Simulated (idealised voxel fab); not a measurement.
process module | voxel wiring stack
cross-section cut | 205 nm wide | cells 5 nm
A cross-section is a grid of square cells, given in bands from the top down. A band is one or more rows of cells.
Each band's line starts with the height of the band's top and of its bottom, in nm. Then come its materials from left to right, each with its width in nm. One material with "throughout" fills the band from edge to edge. "air" is empty space.
Height 0 is the level under which the wafer as received is all one material. The lowest band goes on downwards, as in "0 down".
A width such as "30 to 40" changes by the same amount from each row of cells to the next, from the band's top row to its bottom row.
"no change" after a step means that no cell of the cross-section changed.
closed voids: empty space of 8 cells or more with no open way to the top, each as width x height at its distance from the left edge, in nm
after a step's settings: what the simulator itself notes on the step
overlay nm, on a step with a mask: how far to the right of its planned place the mask lay; to the left if negative
plan
1 op RECEIVE | material Si
2 op CONFORMAL_DEP | material SiO2 | thk nm 10
3 op DIRECTIONAL_DEP | material TiN | thk nm 5
4 op DIRECTIONAL_DEP | material Ru | thk nm 25
5 op PATTERN | tone cover | mask id METAL_1 | material resist | width nm 30 | pitch nm 50 | thk nm 20 | overlay nm 0
6 op DIRECTIONAL_ETCH | etch materials Ru | depth nm 25
7 op DIRECTIONAL_ETCH | etch materials TiN | depth nm 5
8 op STRIP | etch materials resist
9 op FILL_DEP | material SiO2 | thk nm 10
10 op CMP | height nm 40
11 op CONFORMAL_DEP | material SiCN | thk nm 5
12 op DIRECTIONAL_DEP | material SiO2 | thk nm 15
13 op MASKED_ETCH | tone open | mask id PLUG_1 | width nm 15 | pitch nm 50 | etch materials SiO2 | depth nm 15 | overlay nm 0
14 op MASKED_ETCH | tone open | mask id PLUG_1 | width nm 15 | pitch nm 50 | etch materials SiCN | depth nm 5 | overlay nm 0
15 op CONFORMAL_DEP | material TiN | thk nm 5
16 op FILL_DEP | material Cu | thk nm 5
17 op CMP | height nm 60
18 op CONFORMAL_DEP | material SiN | thk nm 5
19 op DIRECTIONAL_DEP | material SiO2 | thk nm 25
20 op DIRECTIONAL_DEP | material aC | thk nm 10
21 op PATTERN | tone open | mask id METAL_2 | material resist | width nm 30 | pitch nm 50 | thk nm 25 | overlay nm 0
22 op DIRECTIONAL_ETCH | etch materials aC | depth nm 10
23 op STRIP | etch materials resist
24 op DIRECTIONAL_ETCH | etch materials SiO2 | depth nm 25
25 op DIRECTIONAL_ETCH | etch materials SiN | depth nm 5
26 op STRIP | etch materials aC
27 op CONFORMAL_DEP | material TiN | thk nm 5
28 op FILL_DEP | material Cu | thk nm 5
29 op CMP | height nm 90
30 op CONFORMAL_DEP | material SiCN | thk nm 5
as received, after step 1
  0 down: Si throughout
  closed voids: none
first wafer at the end, as planned
  95 to 90: SiCN throughout
  90 to 65: SiO2 35 | TiN 5 | Cu 20 | TiN 5 | SiO2 20 | TiN 5 | Cu 20 | TiN 5 | SiO2 20 | TiN 5 | Cu 20 | TiN 5 | SiO2 40
  65 to 60: SiN 35 | TiN 30 | SiN 20 | TiN 30 | SiN 20 | TiN 30 | SiN 40
  60 to 45: SiO2 35 | TiN 5 | Cu 5 | TiN 5 | SiO2 35 | TiN 5 | Cu 5 | TiN 5 | SiO2 35 | TiN 5 | Cu 5 | TiN 5 | SiO2 55
  45 to 40: SiCN 35 | TiN 15 | SiCN 35 | TiN 15 | SiCN 35 | TiN 15 | SiCN 55
  40 to 15: SiO2 35 | Ru 30 | SiO2 20 | Ru 30 | SiO2 20 | Ru 30 | SiO2 40
  15 to 10: SiO2 35 | TiN 30 | SiO2 20 | TiN 30 | SiO2 20 | TiN 30 | SiO2 40
  10 to 0: SiO2 throughout
  0 down: Si throughout
  closed voids: none
second wafer at the end: like start, like plan, one mistake
  95 to 90: SiCN throughout
  90 to 65: SiO2 35 | TiN 5 | Cu 20 | TiN 5 | SiO2 20 | TiN 5 | Cu 20 | TiN 5 | SiO2 20 | TiN 5 | Cu 20 | TiN 5 | SiO2 40
  65 to 60: SiN 35 | TiN 30 | SiN 20 | TiN 30 | SiN 20 | TiN 30 | SiN 40
  60 to 50: SiO2 35 | TiN 5 | Cu 5 | TiN 5 | SiO2 35 | TiN 5 | Cu 5 | TiN 5 | SiO2 35 | TiN 5 | Cu 5 | TiN 5 | SiO2 55
  50 to 45: SiCN 35 | TiN 15 | SiCN 35 | TiN 15 | SiCN 35 | TiN 15 | SiCN 55
  45 to 40: SiO2 throughout
  40 to 15: SiO2 35 | Ru 30 | SiO2 20 | Ru 30 | SiO2 20 | Ru 30 | SiO2 40
  15 to 10: SiO2 35 | TiN 30 | SiO2 20 | TiN 30 | SiO2 20 | TiN 30 | SiO2 40
  10 to 0: SiO2 throughout
  0 down: Si throughout
  closed voids: none
what went wrong: step 10 ran as: op CMP | height nm 45
at the end the second wafer has, in cells: 3 fewer of Cu | 9 more of SiO2 | 6 fewer of TiN
